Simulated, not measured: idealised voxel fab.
Process module, titled voxel plated lines
Square cells of 5 nm make up the cross-section cut, whose width is 245 nm.
We lay out every cross-section as a grid of square cells and spell it out in bands from the top down, where one band means one or more rows of cells.
Heights first: top, then bottom, in nm. Then materials, left to right, each with a width in nm. "all across" on a single material: fills the band edge to edge. "blank": empty space.
The reference from which all heights are counted is 0, the level beneath which the as-received wafer is entirely one material; the lowest band, having no lower bound, proceeds downward and is written after the example "0 -> down".
Read "30..40" as a graded width: first number on top, second number at the bottom, same change between each pair of neighbouring rows.
Where the words "changes: none" appear for a step, the cross-section shows no cell changed by that step; every cell remained as before.
Look at "Closed cavities" for the closed voids: empty spaces with no open path to the top, sized 8 cells or up. Each is width x height at distance, distance from the left edge, all nm.
Heads up: the bit after the settings on a step's line is the simulator's remark on that step.
"overlay nm" answers the question of how far to the right of plan the mask lay on a step that has a mask, and when it is negative the answer is to the left.
### The following list gives the planned process steps
step 1: RECEIVE (material Si)
step 2: CONFORMAL_DEP (material SiN; thk nm 15)
step 3: DIRECTIONAL_DEP (material TiN; thk nm 5)
step 4: PATTERN (tone open; mask id LINES; material resist; width nm 20; pitch nm 45; thk nm 15; overlay nm 0)
step 5: EPI (material Ru; thk nm 10)
step 6: STRIP (etch materials resist)
step 7: DIRECTIONAL_ETCH (etch materials TiN; depth nm 5)
step 8: CONFORMAL_DEP (material SiO2; thk nm 5)
### Wafer cross-section on receipt, i.e. after step 1
  0 -> down = Si all across
  Closed cavities: none
### Cross-sectional view of the first of the two wafers upon completion of the module, processed in accordance with the plan
  35 -> 30 = blank=40, SiO2=30, blank=15, SiO2=30, blank=15, SiO2=30, blank=15, SiO2=30, blank=40
  30 -> 20 = blank=40, SiO2=5, Ru=20, SiO2=5, blank=15, SiO2=5, Ru=20, SiO2=5, blank=15, SiO2=5, Ru=20, SiO2=5, blank=15, SiO2=5, Ru=20, SiO2=5, blank=40
  20 -> 15 = SiO2=45, TiN=20, SiO2=25, TiN=20, SiO2=25, TiN=20, SiO2=25, TiN=20, SiO2=45
  15 -> 0 = SiN all across
  0 -> down = Si all across
  Closed cavities: none
### Cross-sectional view: second of two wafers, end of module; start and plan identical to the first, one mistake in running
  45 -> 40 = blank=40, SiO2=30, blank=15, SiO2=30, blank=15, SiO2=30, blank=15, SiO2=30, blank=40
  40 -> 30 = blank=40, SiO2=5, Ru=20, SiO2=5, blank=15, SiO2=5, Ru=20, SiO2=5, blank=15, SiO2=5, Ru=20, SiO2=5, blank=15, SiO2=5, Ru=20, SiO2=5, blank=40
  30 -> 25 = SiO2=45, TiN=20, SiO2=25, TiN=20, SiO2=25, TiN=20, SiO2=25, TiN=20, SiO2=45
  25 -> 15 = TiN all across
  15 -> 0 = SiN all across
  0 -> down = Si all across
  Closed cavities: none
What was the processing mistake? it should be noted that step 3 was executed with settings other than those planned, the operation and settings actually applied being DIRECTIONAL_DEP (material TiN; thk nm 15)
It is noted that, at the conclusion of processing, the second wafer exhibits a higher or lower cell count for certain materials relative to the first: 98 more of TiN
